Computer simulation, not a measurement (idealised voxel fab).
Proc. module: voxel capacitor over wiring
Displayed cross-section: cut, width of 225 nm, square cells sized 5 nm.
If you're reading a cross-section in this doc, picture square cells in a grid; it comes to you as bands, top ones listed first down to the bottom, and a band can be one or more rows of cells.
Basically the band line says how high the top is and how high the bottom is, in nm, and then what's in it from left to right, every material with its width in nm. Empty space shows up as "blank", and if a single material carries "throughout" it runs the full band edge to edge.
Measure heights from 0. That's the level where, below it, the as-received wafer is all one material. The lowest band is bottomless and extends downward; write it as in "0 down".
Top row gets the first number, bottom row gets the second, and each row in between changes by the same step: that is how a band width like "30..40" works.
Any step labelled "all unchanged" changed none of the cells in the cross-section.
You'll see "Voids, fully enclosed" listing empty spaces that have no way open to the top, as long as they're 8 cells or more; the notation is width x height at distance, where the distance is from the left edge, and all of it is in nm.
Whatever follows a step's settings on its line is a remark the simulator itself makes about that step.
"overlay nm" denotes, for a step that has a mask, the displacement of the mask to the right of its planned place, with negative values corresponding to the left.
Every pair from here on: before one process step, after it. The after cross-section reaches only to the lowest band that changed. Below the pair: the step in between and its settings. Pairs can belong to different runs of this module on the same starting wafer; a pair carries on from the pair above only if the entry headed "Before processing" says so.
### Before processing
- 70 to 60  W throughout
- 60 to 40  65 nm lowk  5 nm TiN  5 nm W  5 nm TiN  145 nm lowk
- 40 to 35  65 nm SiCN  15 nm TiN  145 nm SiCN
- 35 to 15  55 nm SiO2  5 nm TiN  15 nm Cu  5 nm TiN  60 nm SiO2  5 nm TiN  15 nm Cu  5 nm TiN  60 nm SiO2
- 15 to 10  55 nm SiN  25 nm TiN  60 nm SiN  25 nm TiN  60 nm SiN
- 10 to 0  SiO2 throughout
- 0 down  Si throughout
- Voids, fully enclosed: none
### Post-Step Section View
- 75 to 70  SiN throughout
- Beneath the level 70, the cross-section is identical to its previous state.
- Voids, fully enclosed: none
The before and after cross-sections above are linked by DIRECTIONAL_DEP: material SiN, thk nm 5
Before processing: just use the after drawing of the pair above as your starting point.
### Post-Step Section View
- 85 to 75  TiN throughout
- Beneath the level 75, the cross-section is identical to its previous state.
- Voids, fully enclosed: none
The before and after cross-sections above are linked by DIRECTIONAL_DEP: material TiN, thk nm 10
Before processing: just use the after drawing of the pair above as your starting point.
### Post-Step Section View
- 105 to 85  65 nm blank  65 nm resist  95 nm blank
- Beneath the level 85, the cross-section is identical to its previous state.
- Voids, fully enclosed: none
The before and after cross-sections above are linked by PATTERN: tone cover, mask id UPPER_PLATE, material resist, width nm 65, thk nm 20, overlay nm 0
Before processing: just use the after drawing of the pair above as your starting point.
### Post-Step Section View
- 105 to 85  65 nm blank  65 nm resist  95 nm blank
- 85 to 75  65 nm blank  65 nm TiN  95 nm blank
- Beneath the level 75, the cross-section is identical to its previous state.
- Voids, fully enclosed: none
The before and after cross-sections above are linked by DIRECTIONAL_ETCH: etch materials TiN, depth nm 10
Before processing: just use the after drawing of the pair above as your starting point.
### Post-Step Section View
- 105 to 85  65 nm blank  65 nm resist  95 nm blank
- 85 to 75  65 nm blank  65 nm TiN  95 nm blank
- 75 to 70  65 nm blank  65 nm SiN  95 nm blank
- Beneath the level 70, the cross-section is identical to its previous state.
- Voids, fully enclosed: none
The before and after cross-sections above are linked by DIRECTIONAL_ETCH: etch materials SiN, depth nm 5
Before processing: just use the after drawing of the pair above as your starting point.
### Post-Step Section View
- 85 to 75  65 nm blank  65 nm TiN  95 nm blank
- Beneath the level 75, the cross-section is identical to its previous state.
- Voids, fully enclosed: none
The before and after cross-sections above are linked by STRIP: etch materials resist
Before processing: just use the after drawing of the pair above as your starting point.
### Post-Step Section View
- 100 to 85  SiO2 throughout
- 85 to 75  65 nm SiO2  65 nm TiN  95 nm SiO2
- 75 to 70  65 nm SiO2  65 nm SiN  95 nm SiO2
- Beneath the level 70, the cross-section is identical to its previous state.
- Voids, fully enclosed: none
The before and after cross-sections above are linked by FILL_DEP: material SiO2, thk nm 15
Before processing: just use the after drawing of the pair above as your starting point.
### Post-Step Section View
- 95 to 85  SiO2 throughout
- Beneath the level 85, the cross-section is identical to its previous state.
- Voids, fully enclosed: none
The before and after cross-sections above are linked by CMP: height nm 95
Before processing: just use the after drawing of the pair above as your starting point.
### Post-Step Section View
- 105 to 95  aC throughout
- Beneath the level 95, the cross-section is identical to its previous state.
- Voids, fully enclosed: none
The before and after cross-sections above are linked by DIRECTIONAL_DEP: material aC, thk nm 10
Before processing: just use the after drawing of the pair above as your starting point.
### Post-Step Section View
- 130 to 105  75 nm resist  15 nm blank  135 nm resist
- Beneath the level 105, the cross-section is identical to its previous state.
- Voids, fully enclosed: none
The before and after cross-sections above are linked by PATTERN: tone open, mask id PLUG_2, material resist, width nm 15, thk nm 25, overlay nm 0
Before processing: just use the after drawing of the pair above as your starting point.
### Post-Step Section View
- 120 to 105  75 nm resist  15 nm blank  135 nm resist
- 105 to 95  75 nm aC  15 nm blank  135 nm aC
- Beneath the level 95, the cross-section is identical to its previous state.
- Voids, fully enclosed: none
The before and after cross-sections above are linked by DIRECTIONAL_ETCH: etch materials aC, depth nm 10
Before processing: just use the after drawing of the pair above as your starting point.
### Post-Step Section View
- 105 to 95  75 nm aC  15 nm blank  135 nm aC
- Beneath the level 95, the cross-section is identical to its previous state.
- Voids, fully enclosed: none
The before and after cross-sections above are linked by STRIP: etch materials resist
Before processing: just use the after drawing of the pair above as your starting point.
### Post-Step Section View
- 105 to 95  75 nm aC  15 nm blank  135 nm aC
- 95 to 85  75 nm SiO2  15 nm blank  135 nm SiO2
- Beneath the level 85, the cross-section is identical to its previous state.
- Voids, fully enclosed: none
The before and after cross-sections above are linked by DIRECTIONAL_ETCH: etch materials SiO2, depth nm 10
Before processing: just use the after drawing of the pair above as your starting point.
### Post-Step Section View
- 95 to 85  75 nm SiO2  15 nm blank  135 nm SiO2
- Beneath the level 85, the cross-section is identical to its previous state.
- Voids, fully enclosed: none
The before and after cross-sections above are linked by STRIP: etch materials aC
Before processing: just use the after drawing of the pair above as your starting point.
### Post-Step Section View
- 100 to 95  80 nm TiN  5 nm blank  140 nm TiN
- 95 to 90  75 nm SiO2  5 nm TiN  5 nm blank  5 nm TiN  135 nm SiO2
- 90 to 85  75 nm SiO2  15 nm TiN  135 nm SiO2
- Beneath the level 85, the cross-section is identical to its previous state.
- Voids, fully enclosed: none
The before and after cross-sections above are linked by CONFORMAL_DEP: material TiN, thk nm 5
Before processing: just use the after drawing of the pair above as your starting point.
### Post-Step Section View
- 110 to 100  Cu throughout
- 100 to 95  80 nm TiN  5 nm Cu  140 nm TiN
- 95 to 90  75 nm SiO2  5 nm TiN  5 nm Cu  5 nm TiN  135 nm SiO2
- Beneath the level 90, the cross-section is identical to its previous state.
- Voids, fully enclosed: none
The before and after cross-sections above are linked by FILL_DEP: material Cu, thk nm 10
Before processing: just use the after drawing of the pair above as your starting point.
### Post-Step Section View
- 95 to 90  75 nm SiO2  5 nm TiN  5 nm Cu  5 nm TiN  135 nm SiO2
- Beneath the level 90, the cross-section is identical to its previous state.
- Voids, fully enclosed: none
The before and after cross-sections above are linked by CMP: height nm 95
Before processing: just use the after drawing of the pair above as your starting point.
### Post-Step Section View
- 100 to 95  SiCN throughout
- Beneath the level 95, the cross-section is identical to its previous state.
- Voids, fully enclosed: none
The before and after cross-sections above are linked by CONFORMAL_DEP: material SiCN, thk nm 5
### Before processing
- 50 to 35  aC throughout
- 35 to 15  SiO2 throughout
- 15 to 10  SiN throughout
- 10 to 0  SiO2 throughout
- 0 down  Si throughout
- Voids, fully enclosed: none
### Post-Step Section View
- 85 to 50  55 nm blank  25 nm resist  60 nm blank  25 nm resist  60 nm blank
- Beneath the level 50, the cross-section is identical to its previous state.
- Voids, fully enclosed: none
The before and after cross-sections above are linked by PATTERN: tone cover, mask id METAL_1, material resist, width nm 25, pitch nm 85, thk nm 35, overlay nm 0
Before processing: just use the after drawing of the pair above as your starting point.
### Post-Step Section View
- 70 to 50  55 nm blank  25 nm resist  60 nm blank  25 nm resist  60 nm blank
- 50 to 35  55 nm blank  25 nm aC  60 nm blank  25 nm aC  60 nm blank
- Beneath the level 35, the cross-section is identical to its previous state.
- Voids, fully enclosed: none
The before and after cross-sections above are linked by DIRECTIONAL_ETCH: etch materials aC, depth nm 15
Before processing: just use the after drawing of the pair above as your starting point.
### Post-Step Section View
- 50 to 35  55 nm blank  25 nm aC  60 nm blank  25 nm aC  60 nm blank
- Beneath the level 35, the cross-section is identical to its previous state.
- Voids, fully enclosed: none
The before and after cross-sections above are linked by STRIP: etch materials resist
Before processing: just use the after drawing of the pair above as your starting point.
### Post-Step Section View
- 50 to 35  55 nm blank  25 nm aC  60 nm blank  25 nm aC  60 nm blank
- 35 to 15  55 nm blank  25 nm SiO2  60 nm blank  25 nm SiO2  60 nm blank
- Beneath the level 15, the cross-section is identical to its previous state.
- Voids, fully enclosed: none
The before and after cross-sections above are linked by DIRECTIONAL_ETCH: etch materials SiO2, depth nm 20
Before processing: just use the after drawing of the pair above as your starting point.
### Post-Step Section View
- 50 to 35  55 nm blank  25 nm aC  60 nm blank  25 nm aC  60 nm blank
- 35 to 15  55 nm blank  25 nm SiO2  60 nm blank  25 nm SiO2  60 nm blank
- 15 to 10  55 nm blank  25 nm SiN  60 nm blank  25 nm SiN  60 nm blank
- Beneath the level 10, the cross-section is identical to its previous state.
- Voids, fully enclosed: none
The before and after cross-sections above are linked by DIRECTIONAL_ETCH: etch materials SiN, depth nm 5
Before processing: just use the after drawing of the pair above as your starting point.
### Post-Step Section View
- 35 to 15  55 nm blank  25 nm SiO2  60 nm blank  25 nm SiO2  60 nm blank
- Beneath the level 15, the cross-section is identical to its previous state.
- Voids, fully enclosed: none
The before and after cross-sections above are linked by STRIP: etch materials aC
Before processing: just use the after drawing of the pair above as your starting point.
### Post-Step Section View
- 40 to 35  50 nm blank  35 nm TiN  50 nm blank  35 nm TiN  55 nm blank
- 35 to 15  50 nm blank  5 nm TiN  25 nm SiO2  5 nm TiN  50 nm blank  5 nm TiN  25 nm SiO2  5 nm TiN  55 nm blank
- 15 to 10  55 nm TiN  25 nm SiN  60 nm TiN  25 nm SiN  60 nm TiN
- Beneath the level 10, the cross-section is identical to its previous state.
- Voids, fully enclosed: none
The before and after cross-sections above are linked by CONFORMAL_DEP: material TiN, thk nm 5
Before processing: just use the after drawing of the pair above as your starting point.
### Post-Step Section View
- 50 to 40  Cu throughout
- 40 to 35  50 nm Cu  35 nm TiN  50 nm Cu  35 nm TiN  55 nm Cu
- 35 to 15  50 nm Cu  5 nm TiN  25 nm SiO2  5 nm TiN  50 nm Cu  5 nm TiN  25 nm SiO2  5 nm TiN  55 nm Cu
- Beneath the level 15, the cross-section is identical to its previous state.
- Voids, fully enclosed: none
The before and after cross-sections above are linked by FILL_DEP: material Cu, thk nm 10
Before processing: just use the after drawing of the pair above as your starting point.
### Post-Step Section View
- 35 to 15  50 nm Cu  5 nm TiN  25 nm SiO2  5 nm TiN  50 nm Cu  5 nm TiN  25 nm SiO2  5 nm TiN  55 nm Cu
- Beneath the level 15, the cross-section is identical to its previous state.
- Voids, fully enclosed: none
The before and after cross-sections above are linked by CMP: height nm 35
Before processing: just use the after drawing of the pair above as your starting point.
### Post-Step Section View
- 40 to 35  SiCN throughout
- Beneath the level 35, the cross-section is identical to its previous state.
- Voids, fully enclosed: none
The before and after cross-sections above are linked by CONFORMAL_DEP: material SiCN, thk nm 5
Before processing: just use the after drawing of the pair above as your starting point.
### Post-Step Section View
- 60 to 40  lowk throughout
- Beneath the level 40, the cross-section is identical to its previous state.
- Voids, fully enclosed: none
The before and after cross-sections above are linked by DIRECTIONAL_DEP: material lowk, thk nm 20
Before processing: just use the after drawing of the pair above as your starting point.
### Post-Step Section View
- 60 to 40  65 nm lowk  15 nm blank  145 nm lowk
- Beneath the level 40, the cross-section is identical to its previous state.
- Voids, fully enclosed: none
The before and after cross-sections above are linked by MASKED_ETCH: tone open, mask id PLUG_1, width nm 15, etch materials lowk, depth nm 20, overlay nm 0
Before processing: just use the after drawing of the pair above as your starting point.
### Post-Step Section View
- 60 to 40  65 nm lowk  15 nm blank  145 nm lowk
- 40 to 35  65 nm SiCN  15 nm blank  145 nm SiCN
- Beneath the level 35, the cross-section is identical to its previous state.
- Voids, fully enclosed: none
The before and after cross-sections above are linked by MASKED_ETCH: tone open, mask id PLUG_1, width nm 15, etch materials SiCN, depth nm 5, overlay nm 0
Before processing: just use the after drawing of the pair above as your starting point.
### Post-Step Section View
- 65 to 60  70 nm TiN  5 nm blank  150 nm TiN
- 60 to 40  65 nm lowk  5 nm TiN  5 nm blank  5 nm TiN  145 nm lowk
- 40 to 35  65 nm SiCN  15 nm TiN  145 nm SiCN
- Beneath the level 35, the cross-section is identical to its previous state.
- Voids, fully enclosed: none
The before and after cross-sections above are linked by CONFORMAL_DEP: material TiN, thk nm 5
Before processing: just use the after drawing of the pair above as your starting point.
### Post-Step Section View
- 70 to 65  W throughout
- 65 to 60  70 nm TiN  5 nm W  150 nm TiN
- 60 to 40  65 nm lowk  5 nm TiN  5 nm W  5 nm TiN  145 nm lowk
- Beneath the level 40, the cross-section is identical to its previous state.
- Voids, fully enclosed: none
The before and after cross-sections above are linked by FILL_DEP: material W, thk nm 5
Before processing: just use the after drawing of the pair above as your starting point.
### Post-Step Section View
- 60 to 40  65 nm lowk  5 nm TiN  5 nm W  5 nm TiN  145 nm lowk
- Beneath the level 40, the cross-section is identical to its previous state.
- Voids, fully enclosed: none
The before and after cross-sections above are linked by CMP: height nm 60
Before processing: just use the after drawing of the pair above as your starting point.
### Post-Step Section View
- 70 to 60  TiN throughout
- Beneath the level 60, the cross-section is identical to its previous state.
- Voids, fully enclosed: none
The before and after cross-sections above are linked by DIRECTIONAL_DEP: material TiN, thk nm 10
Before processing: just use the after drawing of the pair above as your starting point.
### Post-Step Section View
- 75 to 70  SiN throughout
- Beneath the level 70, the cross-section is identical to its previous state.
- Voids, fully enclosed: none
The before and after cross-sections above are linked by DIRECTIONAL_DEP: material SiN, thk nm 5
Before processing: just use the after drawing of the pair above as your starting point.
### Post-Step Section View
- 85 to 75  TiN throughout
- Beneath the level 75, the cross-section is identical to its previous state.
- Voids, fully enclosed: none
The before and after cross-sections above are linked by DIRECTIONAL_DEP: material TiN, thk nm 10
Before processing: just use the after drawing of the pair above as your starting point.
### Post-Step Section View
- 105 to 85  65 nm blank  65 nm resist  95 nm blank
- Beneath the level 85, the cross-section is identical to its previous state.
- Voids, fully enclosed: none
The before and after cross-sections above are linked by PATTERN: tone cover, mask id UPPER_PLATE, material resist, width nm 65, thk nm 20, overlay nm 0
Before processing: just use the after drawing of the pair above as your starting point.
### Post-Step Section View
- 105 to 85  65 nm blank  65 nm resist  95 nm blank
- 85 to 75  65 nm blank  65 nm TiN  95 nm blank
- Beneath the level 75, the cross-section is identical to its previous state.
- Voids, fully enclosed: none
The before and after cross-sections above are linked by DIRECTIONAL_ETCH: etch materials TiN, depth nm 10
Before processing: just use the after drawing of the pair above as your starting point.
### Post-Step Section View
- 105 to 85  65 nm blank  65 nm resist  95 nm blank
- 85 to 75  65 nm blank  65 nm TiN  95 nm blank
- 75 to 70  65 nm blank  65 nm SiN  95 nm blank
- Beneath the level 70, the cross-section is identical to its previous state.
- Voids, fully enclosed: none
The before and after cross-sections above are linked by DIRECTIONAL_ETCH: etch materials SiN, depth nm 5
Before processing: just use the after drawing of the pair above as your starting point.
### Post-Step Section View
- 85 to 75  65 nm blank  65 nm TiN  95 nm blank
- Beneath the level 75, the cross-section is identical to its previous state.
- Voids, fully enclosed: none
The before and after cross-sections above are linked by STRIP: etch materials resist
Before processing: just use the after drawing of the pair above as your starting point.
### Post-Step Section View
- 85 to 75  65 nm blank  65 nm TiN  95 nm blank
- 75 to 70  65 nm blank  65 nm SiN  95 nm blank
- 70 to 60  60 nm blank  75 nm TiN  90 nm blank
- Beneath the level 60, the cross-section is identical to its previous state.
- Voids, fully enclosed: none
The before and after cross-sections above are linked by MASKED_ETCH: tone cover, mask id LOWER_PLATE, width nm 75, etch materials TiN, depth nm 10, overlay nm 0
Before processing: just use the after drawing of the pair above as your starting point.
### Post-Step Section View
- 100 to 85  SiO2 throughout
- 85 to 75  65 nm SiO2  65 nm TiN  95 nm SiO2
- 75 to 70  65 nm SiO2  65 nm SiN  95 nm SiO2
- 70 to 60  60 nm SiO2  75 nm TiN  90 nm SiO2
- Beneath the level 60, the cross-section is identical to its previous state.
- Voids, fully enclosed: none
The before and after cross-sections above are linked by FILL_DEP: material SiO2, thk nm 15
Before processing: just use the after drawing of the pair above as your starting point.
### Post-Step Section View
- 95 to 85  SiO2 throughout
- Beneath the level 85, the cross-section is identical to its previous state.
- Voids, fully enclosed: none
The before and after cross-sections above are linked by CMP: height nm 95
Before processing: just use the after drawing of the pair above as your starting point.
### Post-Step Section View
- 105 to 95  aC throughout
- Beneath the level 95, the cross-section is identical to its previous state.
- Voids, fully enclosed: none
The before and after cross-sections above are linked by DIRECTIONAL_DEP: material aC, thk nm 10
Before processing: just use the after drawing of the pair above as your starting point.
### Post-Step Section View
- 130 to 105  75 nm resist  15 nm blank  135 nm resist
- Beneath the level 105, the cross-section is identical to its previous state.
- Voids, fully enclosed: none
The before and after cross-sections above are linked by PATTERN: tone open, mask id PLUG_2, material resist, width nm 15, thk nm 25, overlay nm 0
Before processing: just use the after drawing of the pair above as your starting point.
### Post-Step Section View
- 120 to 105  75 nm resist  15 nm blank  135 nm resist
- 105 to 95  75 nm aC  15 nm blank  135 nm aC
- Beneath the level 95, the cross-section is identical to its previous state.
- Voids, fully enclosed: none
The before and after cross-sections above are linked by DIRECTIONAL_ETCH: etch materials aC, depth nm 10
Before processing: just use the after drawing of the pair above as your starting point.
### Post-Step Section View
- 105 to 95  75 nm aC  15 nm blank  135 nm aC
- Beneath the level 95, the cross-section is identical to its previous state.
- Voids, fully enclosed: none
The before and after cross-sections above are linked by STRIP: etch materials resist
Before processing: just use the after drawing of the pair above as your starting point.
### Post-Step Section View
- 105 to 95  75 nm aC  15 nm blank  135 nm aC
- 95 to 85  75 nm SiO2  15 nm blank  135 nm SiO2
- Beneath the level 85, the cross-section is identical to its previous state.
- Voids, fully enclosed: none
The before and after cross-sections above are linked by DIRECTIONAL_ETCH: etch materials SiO2, depth nm 10
Before processing: just use the after drawing of the pair above as your starting point.
### Post-Step Section View
- 95 to 85  75 nm SiO2  15 nm blank  135 nm SiO2
- Beneath the level 85, the cross-section is identical to its previous state.
- Voids, fully enclosed: none
The before and after cross-sections above are linked by STRIP: etch materials aC
Before processing: just use the after drawing of the pair above as your starting point.
### Post-Step Section View
- 100 to 95  80 nm TiN  5 nm blank  140 nm TiN
- 95 to 90  75 nm SiO2  5 nm TiN  5 nm blank  5 nm TiN  135 nm SiO2
- 90 to 85  75 nm SiO2  15 nm TiN  135 nm SiO2
- Beneath the level 85, the cross-section is identical to its previous state.
- Voids, fully enclosed: none
The before and after cross-sections above are linked by CONFORMAL_DEP: material TiN, thk nm 5
Before processing: just use the after drawing of the pair above as your starting point.
### Post-Step Section View
- 110 to 100  Cu throughout
- 100 to 95  80 nm TiN  5 nm Cu  140 nm TiN
- 95 to 90  75 nm SiO2  5 nm TiN  5 nm Cu  5 nm TiN  135 nm SiO2
- Beneath the level 90, the cross-section is identical to its previous state.
- Voids, fully enclosed: none
The before and after cross-sections above are linked by FILL_DEP: material Cu, thk nm 10
Before processing: just use the after drawing of the pair above as your starting point.
### Post-Step Section View
- 95 to 90  75 nm SiO2  5 nm TiN  5 nm Cu  5 nm TiN  135 nm SiO2
- Beneath the level 90, the cross-section is identical to its previous state.
- Voids, fully enclosed: none
The before and after cross-sections above are linked by CMP: height nm 95
Before processing: just use the after drawing of the pair above as your starting point.
### Post-Step Section View
- 100 to 95  SiCN throughout
- Beneath the level 95, the cross-section is identical to its previous state.
- Voids, fully enclosed: none
The before and after cross-sections above are linked by CONFORMAL_DEP: material SiCN, thk nm 5
